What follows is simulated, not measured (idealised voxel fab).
The following is a process module called voxel gate over fins.
Section cut is 215 nm wide and gridded with 5 nm square cells.
Just so we're on the same page, the cross-sections are grids of square cells, and they're listed out in bands top to bottom, each band one or more rows deep. A band entry consists of two parts. The first gives the height of the band's top and the height of its bottom, in nm. The rest lists the band's materials from left to right, each with its width in nm. A single material labelled with the word "full width" fills the band from edge to edge, and the word "empty" marks empty space. For the purposes of this specification, 0 denotes the height below which the wafer in its as-received condition is composed wholly of one material, and the lowermost band, lacking a lower limit, extends downward without end, as expressed in "z 0 and below". Note: "30..40" means the width goes from the first number (top row of the band) to the second number (bottom row) in equal steps per row of cells. For the purposes of this document, the phrase "same as before" attached to a step denotes that no cell within the cross-section was modified by that step. The entry "Sealed voids" lists the empty spaces that cover at least 8 cells and have no open path to the top. Each is written as width x height at distance, where the distance is measured from the left edge and all three values are in nm. Text after the settings on a step's line: the simulator's own remark on that step. When a step includes a mask, the "overlay nm" setting on its line states how far to the right of its planned place that mask lay, and negative values state how far to the left.
BELOW IS THE LIST OF PLANNED PROCESS STEPS
1) RECEIVE,material Si
2) CONFORMAL_DEP,material SiN,thk nm 10
3) DIRECTIONAL_DEP,material aC,thk nm 10
4) PATTERN,tone cover,mask id FINS,material resist,width nm 15,pitch nm 40,thk nm 30,overlay nm 0
5) DIRECTIONAL_ETCH,etch materials aC,depth nm 10
6) STRIP,etch materials resist
7) DIRECTIONAL_ETCH,etch materials SiN,depth nm 10
8) DIRECTIONAL_ETCH,etch materials Si,depth nm 30
9) STRIP,etch materials aC
10) OXIDIZE,depth nm 5
11) FILL_DEP,material SiO2,thk nm 5
12) CMP,height nm 10
13) SELECTIVE_ETCH,etch materials SiO2,depth nm 20
14) STRIP,etch materials SiN
15) CONFORMAL_DEP,material HfO2,thk nm 5
16) CONFORMAL_DEP,material TiN,thk nm 5
17) FILL_DEP,material W,thk nm 10
18) CMP,height nm 15
19) CONFORMAL_DEP,material SiCN,thk nm 5
FIRST WAFER, AS PLANNED
CROSS-SECTION OF THE WAFER AT RECEIPT, WHICH IS THE CONDITION AFTER STEP 1
	z 0 and below | Si full width
	Sealed voids: none
CROSS-SECTION THROUGH THE WAFER, STEP 2 FINISHED
	z 10 to 0 | SiN full width
	Under the height 0 nothing was changed.
CROSS-SECTION THROUGH THE WAFER, STEP 3 FINISHED
	z 20 to 10 | aC full width
	Under the height 10 nothing was changed.
CROSS-SECTION THROUGH THE WAFER, STEP 4 FINISHED
	z 50 to 20 | 60 of empty | 15 of resist | 25 of empty | 15 of resist | 25 of empty | 15 of resist | 60 of empty
	Under the height 20 nothing was changed.
CROSS-SECTION THROUGH THE WAFER, STEP 5 FINISHED
	z 40 to 20 | 60 of empty | 15 of resist | 25 of empty | 15 of resist | 25 of empty | 15 of resist | 60 of empty
	z 20 to 10 | 60 of empty | 15 of aC | 25 of empty | 15 of aC | 25 of empty | 15 of aC | 60 of empty
	Under the height 10 nothing was changed.
CROSS-SECTION THROUGH THE WAFER, STEP 6 FINISHED
	z 20 to 10 | 60 of empty | 15 of aC | 25 of empty | 15 of aC | 25 of empty | 15 of aC | 60 of empty
	Under the height 10 nothing was changed.
CROSS-SECTION THROUGH THE WAFER, STEP 7 FINISHED
	z 20 to 10 | 60 of empty | 15 of aC | 25 of empty | 15 of aC | 25 of empty | 15 of aC | 60 of empty
	z 10 to 0 | 60 of empty | 15 of SiN | 25 of empty | 15 of SiN | 25 of empty | 15 of SiN | 60 of empty
	Under the height 0 nothing was changed.
CROSS-SECTION THROUGH THE WAFER, STEP 8 FINISHED
	z 20 to 10 | 60 of empty | 15 of aC | 25 of empty | 15 of aC | 25 of empty | 15 of aC | 60 of empty
	z 10 to 0 | 60 of empty | 15 of SiN | 25 of empty | 15 of SiN | 25 of empty | 15 of SiN | 60 of empty
	z 0 to -30 | 60 of empty | 15 of Si | 25 of empty | 15 of Si | 25 of empty | 15 of Si | 60 of empty
	Under the height -30 nothing was changed.
CROSS-SECTION THROUGH THE WAFER, STEP 9 FINISHED
	z 10 to 0 | 60 of empty | 15 of SiN | 25 of empty | 15 of SiN | 25 of empty | 15 of SiN | 60 of empty
	Under the height 0 nothing was changed.
CROSS-SECTION THROUGH THE WAFER, STEP 10 FINISHED
	z 10 to 0 | 60 of empty | 15 of SiN | 25 of empty | 15 of SiN | 25 of empty | 15 of SiN | 60 of empty
	z 0 to -30 | 60 of empty | 5 of SiO2 | 5 of Si | 5 of SiO2 | 25 of empty | 5 of SiO2 | 5 of Si | 5 of SiO2 | 25 of empty | 5 of SiO2 | 5 of Si | 5 of SiO2 | 60 of empty
	z -30 to -35 | 65 of SiO2 | 5 of Si | 35 of SiO2 | 5 of Si | 35 of SiO2 | 5 of Si | 65 of SiO2
	Under the height -35 nothing was changed.
CROSS-SECTION THROUGH THE WAFER, STEP 11 FINISHED
	z 15 to 10 | SiO2 full width
	z 10 to 0 | 60 of SiO2 | 15 of SiN | 25 of SiO2 | 15 of SiN | 25 of SiO2 | 15 of SiN | 60 of SiO2
	z 0 to -35 | 65 of SiO2 | 5 of Si | 35 of SiO2 | 5 of Si | 35 of SiO2 | 5 of Si | 65 of SiO2
	Under the height -35 nothing was changed.
CROSS-SECTION THROUGH THE WAFER, STEP 12 FINISHED
	z 10 to 0 | 60 of SiO2 | 15 of SiN | 25 of SiO2 | 15 of SiN | 25 of SiO2 | 15 of SiN | 60 of SiO2
	Under the height 0 nothing was changed.
CROSS-SECTION THROUGH THE WAFER, STEP 13 FINISHED
	z 10 to 0 | 60 of empty | 15 of SiN | 25 of empty | 15 of SiN | 25 of empty | 15 of SiN | 60 of empty
	z 0 to -10 | 65 of empty | 5 of Si | 35 of empty | 5 of Si | 35 of empty | 5 of Si | 65 of empty
	Under the height -10 nothing was changed.
CROSS-SECTION THROUGH THE WAFER, STEP 14 FINISHED
	z 0 to -10 | 65 of empty | 5 of Si | 35 of empty | 5 of Si | 35 of empty | 5 of Si | 65 of empty
	Under the height -10 nothing was changed.
CROSS-SECTION THROUGH THE WAFER, STEP 15 FINISHED
	z 5 to 0 | 60 of empty | 15 of HfO2 | 25 of empty | 15 of HfO2 | 25 of empty | 15 of HfO2 | 60 of empty
	z 0 to -5 | 60 of empty | 5 of HfO2 | 5 of Si | 5 of HfO2 | 25 of empty | 5 of HfO2 | 5 of Si | 5 of HfO2 | 25 of empty | 5 of HfO2 | 5 of Si | 5 of HfO2 | 60 of empty
	z -5 to -10 | 65 of HfO2 | 5 of Si | 35 of HfO2 | 5 of Si | 35 of HfO2 | 5 of Si | 65 of HfO2
	Under the height -10 nothing was changed.
CROSS-SECTION THROUGH THE WAFER, STEP 16 FINISHED
	z 10 to 5 | 55 of empty | 25 of TiN | 15 of empty | 25 of TiN | 15 of empty | 25 of TiN | 55 of empty
	z 5 to 0 | 55 of empty | 5 of TiN | 15 of HfO2 | 5 of TiN | 15 of empty | 5 of TiN | 15 of HfO2 | 5 of TiN | 15 of empty | 5 of TiN | 15 of HfO2 | 5 of TiN | 55 of empty
	z 0 to -5 | 60 of TiN | 5 of HfO2 | 5 of Si | 5 of HfO2 | 25 of TiN | 5 of HfO2 | 5 of Si | 5 of HfO2 | 25 of TiN | 5 of HfO2 | 5 of Si | 5 of HfO2 | 60 of TiN
	Under the height -5 nothing was changed.
CROSS-SECTION THROUGH THE WAFER, STEP 17 FINISHED
	z 20 to 10 | W full width
	z 10 to 5 | 55 of W | 25 of TiN | 15 of W | 25 of TiN | 15 of W | 25 of TiN | 55 of W
	z 5 to 0 | 55 of W | 5 of TiN | 15 of HfO2 | 5 of TiN | 15 of W | 5 of TiN | 15 of HfO2 | 5 of TiN | 15 of W | 5 of TiN | 15 of HfO2 | 5 of TiN | 55 of W
	Under the height 0 nothing was changed.
CROSS-SECTION THROUGH THE WAFER, STEP 18 FINISHED
	z 15 to 10 | W full width
	Under the height 10 nothing was changed.
CROSS-SECTION THROUGH THE WAFER, STEP 19 FINISHED
	z 20 to 15 | SiCN full width
	Under the height 15 nothing was changed.
NOTES, SECOND WAFER: START = FIRST WAFER'S, PLAN = FIRST WAFER'S, EXECUTION HAD ONE MISTAKE; HISTORY IDENTICAL TO FIRST THROUGH STEP 14
PLANNED END OF STEP 15: SECOND WAFER, CROSS-SECTION
	z 5 to 0 | 60 of empty | 15 of TiN | 25 of empty | 15 of TiN | 25 of empty | 15 of TiN | 60 of empty
	z 0 to -5 | 60 of empty | 5 of TiN | 5 of Si | 5 of TiN | 25 of empty | 5 of TiN | 5 of Si | 5 of TiN | 25 of empty | 5 of TiN | 5 of Si | 5 of TiN | 60 of empty
	z -5 to -10 | 65 of TiN | 5 of Si | 35 of TiN | 5 of Si | 35 of TiN | 5 of Si | 65 of TiN
	Under the height -10 nothing was changed.
PLANNED END OF STEP 16: SECOND WAFER, CROSS-SECTION
	z 10 to 5 | 55 of empty | 25 of HfO2 | 15 of empty | 25 of HfO2 | 15 of empty | 25 of HfO2 | 55 of empty
	z 5 to 0 | 55 of empty | 5 of HfO2 | 15 of TiN | 5 of HfO2 | 15 of empty | 5 of HfO2 | 15 of TiN | 5 of HfO2 | 15 of empty | 5 of HfO2 | 15 of TiN | 5 of HfO2 | 55 of empty
	z 0 to -5 | 60 of HfO2 | 5 of TiN | 5 of Si | 5 of TiN | 25 of HfO2 | 5 of TiN | 5 of Si | 5 of TiN | 25 of HfO2 | 5 of TiN | 5 of Si | 5 of TiN | 60 of HfO2
	Under the height -5 nothing was changed.
PLANNED END OF STEP 17: SECOND WAFER, CROSS-SECTION
	z 20 to 10 | W full width
	z 10 to 5 | 55 of W | 25 of HfO2 | 15 of W | 25 of HfO2 | 15 of W | 25 of HfO2 | 55 of W
	z 5 to 0 | 55 of W | 5 of HfO2 | 15 of TiN | 5 of HfO2 | 15 of W | 5 of HfO2 | 15 of TiN | 5 of HfO2 | 15 of W | 5 of HfO2 | 15 of TiN | 5 of HfO2 | 55 of W
	Under the height 0 nothing was changed.
PLANNED END OF STEP 18: SECOND WAFER, CROSS-SECTION
	z 15 to 10 | W full width
	Under the height 10 nothing was changed.
PLANNED END OF STEP 19: SECOND WAFER, CROSS-SECTION
	z 20 to 15 | SiCN full width
	Under the height 15 nothing was changed.
Deviation noted in wafer processing: mixed up steps 15 and 16 - ran each in the other's place
Final wafers compared: equal cell tally per material, rearranged layout.
